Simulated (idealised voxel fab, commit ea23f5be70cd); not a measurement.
Presented below is a process module, voxel transistor to metal.
This is section cut - it's 200 nm across, gridded in 5 nm square cells.
Cross-section format: a grid of square cells, given as bands from top to bottom; each band is one or more rows of cells. Each band's line starts with the height of the band's top and of its bottom, in nm. Then come its materials from left to right, each with its width in nm. One material with "throughout" fills the band from edge to edge. "air" is empty space. Counting heights begins at 0, where everything beneath is, in the wafer as received, one material. The lowest band has no bottom; it goes on downwards, as "0 -> down" shows. The width entry "30->40" should be interpreted row by row: the top row of cells in the band takes the first number, the bottom row takes the second number, and the change between adjacent rows is uniform throughout. A step reported as "nothing different" is a step in which no cell of the cross-section changed. Heads up: "Enclosed internal voids" only lists the empty pockets with no open path to the top that are 8 cells or more, and it writes them as width x height at distance, distance from the left edge, in nm. Post-settings text on a step line: simulator's own remark regarding the step. On any step carrying a mask, the "overlay nm" setting, if present on the step's line, tells how far right of its planned place the mask lay; negative values point to the left.
The following list gives the planned process steps:
1 RECEIVE, material Si
2 OXIDIZE, depth nm 5
3 CONFORMAL_DEP, material SiN, thk nm 10
4 MASKED_ETCH, tone cover, mask id ACTIVE, width nm 110, etch materials SiN, depth nm 10, overlay nm 0
5 MASKED_ETCH, tone cover, mask id ACTIVE, width nm 110, etch materials SiO2, depth nm 5, overlay nm 0
6 MASKED_ETCH, tone cover, mask id ACTIVE, width nm 110, etch materials Si, depth nm 35, overlay nm 0
7 OXIDIZE, depth nm 5
8 FILL_DEP, material SiO2, thk nm 5
9 CMP, height nm 10
10 SELECTIVE_ETCH, etch materials SiO2, depth nm 10
11 STRIP, etch materials SiN
12 SELECTIVE_ETCH, etch materials SiO2, depth nm 5
13 OXIDIZE, depth nm 5
14 DIRECTIONAL_DEP, material polySi, thk nm 25
15 DIRECTIONAL_DEP, material SiCN, thk nm 15
16 DIRECTIONAL_DEP, material aC, thk nm 15
17 PATTERN, tone cover, mask id GATE, material resist, width nm 20, thk nm 30, overlay nm 0
18 DIRECTIONAL_ETCH, etch materials aC, depth nm 15
19 STRIP, etch materials resist
20 DIRECTIONAL_ETCH, etch materials SiCN, depth nm 25
21 DIRECTIONAL_ETCH, etch materials polySi, depth nm 35
22 STRIP, etch materials aC
23 CONFORMAL_DEP, material SiO2, thk nm 5
24 DIRECTIONAL_ETCH, etch materials SiO2, depth nm 5
25 CONFORMAL_DEP, material SiN, thk nm 5
26 DIRECTIONAL_ETCH, etch materials SiN, depth nm 5
27 DIRECTIONAL_ETCH, etch materials SiO2, depth nm 5
28 DIRECTIONAL_ETCH, etch materials Si, depth nm 10
29 EPI, material nSi, thk nm 10
30 FILL_DEP, material SiO2, thk nm 10
31 CMP, height nm 35
32 DIRECTIONAL_DEP, material SiO2, thk nm 15
33 DIRECTIONAL_DEP, material aC, thk nm 10
34 PATTERN, tone open, mask id CONTACT, material resist, width nm 20, pitch nm 80, thk nm 25, overlay nm 0
35 DIRECTIONAL_ETCH, etch materials aC, depth nm 10
36 STRIP, etch materials resist
37 DIRECTIONAL_ETCH, etch materials SiO2, depth nm 60
38 STRIP, etch materials aC
39 CONFORMAL_DEP, material TiN, thk nm 5
40 FILL_DEP, material W, thk nm 10
41 CMP, height nm 50
42 CONFORMAL_DEP, material SiN, thk nm 5
43 DIRECTIONAL_DEP, material lowk, thk nm 25
44 MASKED_ETCH, tone open, mask id METAL_1, width nm 20, pitch nm 80, etch materials lowk, depth nm 25, overlay nm 0
45 MASKED_ETCH, tone open, mask id METAL_1, width nm 20, pitch nm 80, etch materials SiN, depth nm 5, overlay nm 0
46 CONFORMAL_DEP, material TiN, thk nm 5
47 FILL_DEP, material W, thk nm 10
48 CMP, height nm 80
49 EPI, material Ru, thk nm 5
50 FILL_DEP, material SiCN, thk nm 5
The first of the two wafers, which ran as planned:
So this is the incoming wafer in cross-section - it's already been through step 1:
  0 -> down | Si throughout
  Enclosed internal voids: none
Step 2 done - wafer cross-section:
  0 -> -5 | SiO2 throughout
  Under the height -5 nothing was changed.
Step 3 done - wafer cross-section:
  10 -> 0 | SiN throughout
  Under the height 0 nothing was changed.
Step 4 done - wafer cross-section:
  10 -> 0 | air=45, SiN=110, air=45
  Under the height 0 nothing was changed.
Step 5 done - wafer cross-section:
  10 -> 0 | air=45, SiN=110, air=45
  0 -> -5 | air=45, SiO2=110, air=45
  Under the height -5 nothing was changed.
Step 6 done - wafer cross-section:
  10 -> 0 | air=45, SiN=110, air=45
  0 -> -5 | air=45, SiO2=110, air=45
  -5 -> -40 | air=45, Si=110, air=45
  Under the height -40 nothing was changed.
Step 7 done - wafer cross-section:
  10 -> 0 | air=45, SiN=110, air=45
  0 -> -5 | air=45, SiO2=110, air=45
  -5 -> -40 | air=45, SiO2=5, Si=100, SiO2=5, air=45
  -40 -> -45 | SiO2=50, Si=100, SiO2=50
  Under the height -45 nothing was changed.
Step 8 done - wafer cross-section:
  15 -> 10 | SiO2 throughout
  10 -> 0 | SiO2=45, SiN=110, SiO2=45
  0 -> -5 | SiO2 throughout
  -5 -> -45 | SiO2=50, Si=100, SiO2=50
  Under the height -45 nothing was changed.
Step 9 done - wafer cross-section:
  10 -> 0 | SiO2=45, SiN=110, SiO2=45
  Under the height 0 nothing was changed.
Step 10 done - wafer cross-section:
  10 -> 0 | air=45, SiN=110, air=45
  Under the height 0 nothing was changed.
Step 11 done - wafer cross-section:
  0 -> -5 | SiO2 throughout
  Under the height -5 nothing was changed.
Step 12 done - wafer cross-section:
  -5 -> -45 | SiO2=50, Si=100, SiO2=50
  Under the height -45 nothing was changed.
Step 13 done - wafer cross-section:
  -5 -> -10 | SiO2 throughout
  Under the height -10 nothing was changed.
Step 14 done - wafer cross-section:
  20 -> -5 | polySi throughout
  Under the height -5 nothing was changed.
Step 15 done - wafer cross-section:
  35 -> 20 | SiCN throughout
  Under the height 20 nothing was changed.
Step 16 done - wafer cross-section:
  50 -> 35 | aC throughout
  Under the height 35 nothing was changed.
Step 17 done - wafer cross-section:
  80 -> 50 | air=90, resist=20, air=90
  Under the height 50 nothing was changed.
Step 18 done - wafer cross-section:
  65 -> 50 | air=90, resist=20, air=90
  50 -> 35 | air=90, aC=20, air=90
  Under the height 35 nothing was changed.
Step 19 done - wafer cross-section:
  50 -> 35 | air=90, aC=20, air=90
  Under the height 35 nothing was changed.
Step 20 done - wafer cross-section:
  50 -> 35 | air=90, aC=20, air=90
  35 -> 20 | air=90, SiCN=20, air=90
  Under the height 20 nothing was changed.
Step 21 done - wafer cross-section:
  50 -> 35 | air=90, aC=20, air=90
  35 -> 20 | air=90, SiCN=20, air=90
  20 -> -5 | air=90, polySi=20, air=90
  Under the height -5 nothing was changed.
Step 22 done - wafer cross-section:
  35 -> 20 | air=90, SiCN=20, air=90
  Under the height 20 nothing was changed.
Step 23 done - wafer cross-section:
  40 -> 35 | air=85, SiO2=30, air=85
  35 -> 20 | air=85, SiO2=5, SiCN=20, SiO2=5, air=85
  20 -> 0 | air=85, SiO2=5, polySi=20, SiO2=5, air=85
  0 -> -5 | SiO2=90, polySi=20, SiO2=90
  Under the height -5 nothing was changed.
Step 24 done - wafer cross-section:
  35 -> 20 | air=85, SiO2=5, SiCN=20, SiO2=5, air=85
  20 -> -5 | air=85, SiO2=5, polySi=20, SiO2=5, air=85
  Under the height -5 nothing was changed.
Step 25 done - wafer cross-section:
  40 -> 35 | air=80, SiN=40, air=80
  35 -> 20 | air=80, SiN=5, SiO2=5, SiCN=20, SiO2=5, SiN=5, air=80
  20 -> 0 | air=80, SiN=5, SiO2=5, polySi=20, SiO2=5, SiN=5, air=80
  0 -> -5 | SiN=85, SiO2=5, polySi=20, SiO2=5, SiN=85
  Under the height -5 nothing was changed.
Step 26 done - wafer cross-section:
  35 -> 20 | air=80, SiN=5, SiO2=5, SiCN=20, SiO2=5, SiN=5, air=80
  20 -> -5 | air=80, SiN=5, SiO2=5, polySi=20, SiO2=5, SiN=5, air=80
  Under the height -5 nothing was changed.
Step 27 done - wafer cross-section:
  35 -> 30 | air=80, SiN=5, air=5, SiCN=20, air=5, SiN=5, air=80
  30 -> 20 | air=80, SiN=5, SiO2=5, SiCN=20, SiO2=5, SiN=5, air=80
  20 -> -5 | air=80, SiN=5, SiO2=5, polySi=20, SiO2=5, SiN=5, air=80
  -5 -> -10 | air=80, SiO2=40, air=80
  Under the height -10 nothing was changed.
Step 28 done - wafer cross-section:
  35 -> 30 | air=80, SiN=5, air=5, SiCN=20, air=5, SiN=5, air=80
  30 -> 20 | air=80, SiN=5, SiO2=5, SiCN=20, SiO2=5, SiN=5, air=80
  20 -> -5 | air=80, SiN=5, SiO2=5, polySi=20, SiO2=5, SiN=5, air=80
  -5 -> -10 | air=80, SiO2=40, air=80
  -10 -> -20 | SiO2=50, air=30, Si=40, air=30, SiO2=50
  Under the height -20 nothing was changed.
Step 29 done - wafer cross-section:
  35 -> 30 | air=80, SiN=5, air=5, SiCN=20, air=5, SiN=5, air=80
  30 -> 20 | air=80, SiN=5, SiO2=5, SiCN=20, SiO2=5, SiN=5, air=80
  20 -> 0 | air=80, SiN=5, SiO2=5, polySi=20, SiO2=5, SiN=5, air=80
  0 -> -5 | air=70, nSi=10, SiN=5, SiO2=5, polySi=20, SiO2=5, SiN=5, nSi=10, air=70
  -5 -> -10 | air=70, nSi=10, SiO2=40, nSi=10, air=70
  -10 -> -20 | SiO2=50, nSi=30, Si=40, nSi=30, SiO2=50
  Under the height -20 nothing was changed.
Step 30 done - wafer cross-section:
  45 -> 35 | SiO2 throughout
  35 -> 20 | SiO2=80, SiN=5, SiO2=5, SiCN=20, SiO2=5, SiN=5, SiO2=80
  20 -> 0 | SiO2=80, SiN=5, SiO2=5, polySi=20, SiO2=5, SiN=5, SiO2=80
  0 -> -5 | SiO2=70, nSi=10, SiN=5, SiO2=5, polySi=20, SiO2=5, SiN=5, nSi=10, SiO2=70
  -5 -> -10 | SiO2=70, nSi=10, SiO2=40, nSi=10, SiO2=70
  Under the height -10 nothing was changed.
Step 31 done - wafer cross-section:
  35 -> 20 | SiO2=80, SiN=5, SiO2=5, SiCN=20, SiO2=5, SiN=5, SiO2=80
  Under the height 20 nothing was changed.
Step 32 done - wafer cross-section:
  50 -> 35 | SiO2 throughout
  Under the height 35 nothing was changed.
Step 33 done - wafer cross-section:
  60 -> 50 | aC throughout
  Under the height 50 nothing was changed.
Step 34 done - wafer cross-section:
  85 -> 60 | resist=50, air=20, resist=60, air=20, resist=50
  Under the height 60 nothing was changed.
Step 35 done - wafer cross-section:
  75 -> 60 | resist=50, air=20, resist=60, air=20, resist=50
  60 -> 50 | aC=50, air=20, aC=60, air=20, aC=50
  Under the height 50 nothing was changed.
Step 36 done - wafer cross-section:
  60 -> 50 | aC=50, air=20, aC=60, air=20, aC=50
  Under the height 50 nothing was changed.
Step 37 done - wafer cross-section:
  60 -> 50 | aC=50, air=20, aC=60, air=20, aC=50
  50 -> 35 | SiO2=50, air=20, SiO2=60, air=20, SiO2=50
  35 -> 20 | SiO2=50, air=20, SiO2=10, SiN=5, SiO2=5, SiCN=20, SiO2=5, SiN=5, SiO2=10, air=20, SiO2=50
  20 -> 0 | SiO2=50, air=20, SiO2=10, SiN=5, SiO2=5, polySi=20, SiO2=5, SiN=5, SiO2=10, air=20, SiO2=50
  0 -> -5 | SiO2=50, air=20, nSi=10, SiN=5, SiO2=5, polySi=20, SiO2=5, SiN=5, nSi=10, air=20, SiO2=50
  -5 -> -10 | SiO2=50, air=20, nSi=10, SiO2=40, nSi=10, air=20, SiO2=50
  Under the height -10 nothing was changed.
Step 38 done - wafer cross-section:
  50 -> 35 | SiO2=50, air=20, SiO2=60, air=20, SiO2=50
  Under the height 35 nothing was changed.
Step 39 done - wafer cross-section:
  55 -> 50 | TiN=55, air=10, TiN=70, air=10, TiN=55
  50 -> 35 | SiO2=50, TiN=5, air=10, TiN=5, SiO2=60, TiN=5, air=10, TiN=5, SiO2=50
  35 -> 20 | SiO2=50, TiN=5, air=10, TiN=5, SiO2=10, SiN=5, SiO2=5, SiCN=20, SiO2=5, SiN=5, SiO2=10, TiN=5, air=10, TiN=5, SiO2=50
  20 -> 0 | SiO2=50, TiN=5, air=10, TiN=5, SiO2=10, SiN=5, SiO2=5, polySi=20, SiO2=5, SiN=5, SiO2=10, TiN=5, air=10, TiN=5, SiO2=50
  0 -> -5 | SiO2=50, TiN=5, air=10, TiN=5, nSi=10, SiN=5, SiO2=5, polySi=20, SiO2=5, SiN=5, nSi=10, TiN=5, air=10, TiN=5, SiO2=50
  -5 -> -10 | SiO2=50, TiN=20, nSi=10, SiO2=40, nSi=10, TiN=20, SiO2=50
  Under the height -10 nothing was changed.
Step 40 done - wafer cross-section:
  65 -> 55 | W throughout
  55 -> 50 | TiN=55, W=10, TiN=70, W=10, TiN=55
  50 -> 35 | SiO2=50, TiN=5, W=10, TiN=5, SiO2=60, TiN=5, W=10, TiN=5, SiO2=50
  35 -> 20 | SiO2=50, TiN=5, W=10, TiN=5, SiO2=10, SiN=5, SiO2=5, SiCN=20, SiO2=5, SiN=5, SiO2=10, TiN=5, W=10, TiN=5, SiO2=50
  20 -> 0 | SiO2=50, TiN=5, W=10, TiN=5, SiO2=10, SiN=5, SiO2=5, polySi=20, SiO2=5, SiN=5, SiO2=10, TiN=5, W=10, TiN=5, SiO2=50
  0 -> -5 | SiO2=50, TiN=5, W=10, TiN=5, nSi=10, SiN=5, SiO2=5, polySi=20, SiO2=5, SiN=5, nSi=10, TiN=5, W=10, TiN=5, SiO2=50
  Under the height -5 nothing was changed.
Step 41 done - wafer cross-section:
  50 -> 35 | SiO2=50, TiN=5, W=10, TiN=5, SiO2=60, TiN=5, W=10, TiN=5, SiO2=50
  Under the height 35 nothing was changed.
Step 42 done - wafer cross-section:
  55 -> 50 | SiN throughout
  Under the height 50 nothing was changed.
Step 43 done - wafer cross-section:
  80 -> 55 | lowk throughout
  Under the height 55 nothing was changed.
Step 44 done - wafer cross-section:
  80 -> 55 | lowk=50, air=20, lowk=60, air=20, lowk=50
  Under the height 55 nothing was changed.
Step 45 done - wafer cross-section:
  80 -> 55 | lowk=50, air=20, lowk=60, air=20, lowk=50
  55 -> 50 | SiN=50, air=20, SiN=60, air=20, SiN=50
  Under the height 50 nothing was changed.
Step 46 done - wafer cross-section:
  85 -> 80 | TiN=55, air=10, TiN=70, air=10, TiN=55
  80 -> 55 | lowk=50, TiN=5, air=10, TiN=5, lowk=60, TiN=5, air=10, TiN=5, lowk=50
  55 -> 50 | SiN=50, TiN=20, SiN=60, TiN=20, SiN=50
  Under the height 50 nothing was changed.
Step 47 done - wafer cross-section:
  95 -> 85 | W throughout
  85 -> 80 | TiN=55, W=10, TiN=70, W=10, TiN=55
  80 -> 55 | lowk=50, TiN=5, W=10, TiN=5, lowk=60, TiN=5, W=10, TiN=5, lowk=50
  Under the height 55 nothing was changed.
Step 48 done - wafer cross-section:
  80 -> 55 | lowk=50, TiN=5, W=10, TiN=5, lowk=60, TiN=5, W=10, TiN=5, lowk=50
  Under the height 55 nothing was changed.
Step 49 done - wafer cross-section:
  85 -> 80 | air=45, Ru=30, air=50, Ru=30, air=45
  Under the height 80 nothing was changed.
Step 50 done - wafer cross-section:
  90 -> 85 | SiCN throughout
  85 -> 80 | SiCN=45, Ru=30, SiCN=50, Ru=30, SiCN=45
  Under the height 80 nothing was changed.
Second wafer: same start and same plan as the first, one execution error; identical to the first through step 33:
Cross-sectional view of the second wafer at the intended end time of process step 34:
  85 -> 60 | resist=60, air=20, resist=60, air=20, resist=40
  Under the height 60 nothing was changed.
Cross-sectional view of the second wafer at the intended end time of process step 35:
  75 -> 60 | resist=60, air=20, resist=60, air=20, resist=40
  60 -> 50 | aC=60, air=20, aC=60, air=20, aC=40
  Under the height 50 nothing was changed.
Cross-sectional view of the second wafer at the intended end time of process step 36:
  60 -> 50 | aC=60, air=20, aC=60, air=20, aC=40
  Under the height 50 nothing was changed.
Cross-sectional view of the second wafer at the intended end time of process step 37:
  60 -> 50 | aC=60, air=20, aC=60, air=20, aC=40
  50 -> 35 | SiO2=60, air=20, SiO2=60, air=20, SiO2=40
  35 -> 20 | SiO2=60, air=20, SiN=5, SiO2=5, SiCN=20, SiO2=5, SiN=5, SiO2=20, air=20, SiO2=40
  20 -> 0 | SiO2=60, air=20, SiN=5, SiO2=5, polySi=20, SiO2=5, SiN=5, SiO2=20, air=20, SiO2=40
  0 -> -5 | SiO2=60, air=10, nSi=10, SiN=5, SiO2=5, polySi=20, SiO2=5, SiN=5, nSi=10, SiO2=10, air=20, SiO2=40
  -5 -> -10 | SiO2=60, air=10, nSi=10, SiO2=40, nSi=10, SiO2=10, air=20, SiO2=40
  Under the height -10 nothing was changed.
Cross-sectional view of the second wafer at the intended end time of process step 38:
  50 -> 35 | SiO2=60, air=20, SiO2=60, air=20, SiO2=40
  Under the height 35 nothing was changed.
Cross-sectional view of the second wafer at the intended end time of process step 39:
  55 -> 50 | TiN=65, air=10, TiN=70, air=10, TiN=45
  50 -> 35 | SiO2=60, TiN=5, air=10, TiN=5, SiO2=60, TiN=5, air=10, TiN=5, SiO2=40
  35 -> 20 | SiO2=60, TiN=5, air=10, TiN=5, SiN=5, SiO2=5, SiCN=20, SiO2=5, SiN=5, SiO2=20, TiN=5, air=10, TiN=5, SiO2=40
  20 -> 5 | SiO2=60, TiN=5, air=10, TiN=5, SiN=5, SiO2=5, polySi=20, SiO2=5, SiN=5, SiO2=20, TiN=5, air=10, TiN=5, SiO2=40
  5 -> 0 | SiO2=60, TiN=20, SiN=5, SiO2=5, polySi=20, SiO2=5, SiN=5, SiO2=20, TiN=5, air=10, TiN=5, SiO2=40
  0 -> -5 | SiO2=60, TiN=10, nSi=10, SiN=5, SiO2=5, polySi=20, SiO2=5, SiN=5, nSi=10, SiO2=10, TiN=5, air=10, TiN=5, SiO2=40
  -5 -> -10 | SiO2=60, TiN=10, nSi=10, SiO2=40, nSi=10, SiO2=10, TiN=20, SiO2=40
  Under the height -10 nothing was changed.
Cross-sectional view of the second wafer at the intended end time of process step 40:
  65 -> 55 | W throughout
  55 -> 50 | TiN=65, W=10, TiN=70, W=10, TiN=45
  50 -> 35 | SiO2=60, TiN=5, W=10, TiN=5, SiO2=60, TiN=5, W=10, TiN=5, SiO2=40
  35 -> 20 | SiO2=60, TiN=5, W=10, TiN=5, SiN=5, SiO2=5, SiCN=20, SiO2=5, SiN=5, SiO2=20, TiN=5, W=10, TiN=5, SiO2=40
  20 -> 5 | SiO2=60, TiN=5, W=10, TiN=5, SiN=5, SiO2=5, polySi=20, SiO2=5, SiN=5, SiO2=20, TiN=5, W=10, TiN=5, SiO2=40
  5 -> 0 | SiO2=60, TiN=20, SiN=5, SiO2=5, polySi=20, SiO2=5, SiN=5, SiO2=20, TiN=5, W=10, TiN=5, SiO2=40
  0 -> -5 | SiO2=60, TiN=10, nSi=10, SiN=5, SiO2=5, polySi=20, SiO2=5, SiN=5, nSi=10, SiO2=10, TiN=5, W=10, TiN=5, SiO2=40
  Under the height -5 nothing was changed.
Cross-sectional view of the second wafer at the intended end time of process step 41:
  50 -> 35 | SiO2=60, TiN=5, W=10, TiN=5, SiO2=60, TiN=5, W=10, TiN=5, SiO2=40
  Under the height 35 nothing was changed.
Cross-sectional view of the second wafer at the intended end time of process step 42:
  55 -> 50 | SiN throughout
  Under the height 50 nothing was changed.
Cross-sectional view of the second wafer at the intended end time of process step 43:
  80 -> 55 | lowk throughout
  Under the height 55 nothing was changed.
Cross-sectional view of the second wafer at the intended end time of process step 44:
  80 -> 55 | lowk=50, air=20, lowk=60, air=20, lowk=50
  Under the height 55 nothing was changed.
Cross-sectional view of the second wafer at the intended end time of process step 45:
  80 -> 55 | lowk=50, air=20, lowk=60, air=20, lowk=50
  55 -> 50 | SiN=50, air=20, SiN=60, air=20, SiN=50
  Under the height 50 nothing was changed.
Cross-sectional view of the second wafer at the intended end time of process step 46:
  85 -> 80 | TiN=55, air=10, TiN=70, air=10, TiN=55
  80 -> 55 | lowk=50, TiN=5, air=10, TiN=5, lowk=60, TiN=5, air=10, TiN=5, lowk=50
  55 -> 50 | SiN=50, TiN=20, SiN=60, TiN=20, SiN=50
  Under the height 50 nothing was changed.
Cross-sectional view of the second wafer at the intended end time of process step 47:
  95 -> 85 | W throughout
  85 -> 80 | TiN=55, W=10, TiN=70, W=10, TiN=55
  80 -> 55 | lowk=50, TiN=5, W=10, TiN=5, lowk=60, TiN=5, W=10, TiN=5, lowk=50
  Under the height 55 nothing was changed.
Cross-sectional view of the second wafer at the intended end time of process step 48:
  80 -> 55 | lowk=50, TiN=5, W=10, TiN=5, lowk=60, TiN=5, W=10, TiN=5, lowk=50
  Under the height 55 nothing was changed.
Cross-sectional view of the second wafer at the intended end time of process step 49:
  85 -> 80 | air=45, Ru=30, air=50, Ru=30, air=45
  Under the height 80 nothing was changed.
Cross-sectional view of the second wafer at the intended end time of process step 50:
  90 -> 85 | SiCN throughout
  85 -> 80 | SiCN=45, Ru=30, SiCN=50, Ru=30, SiCN=45
  Under the height 80 nothing was changed.
What broke from the plan during processing? step 34: run off-plan, actual operation and settings PATTERN, tone open, mask id CONTACT, material resist, width nm 20, pitch nm 80, thk nm 25, overlay nm 10
Materials where the second wafer ends with more or fewer cells than the first: SiO2: 4 more, W: 4 fewer
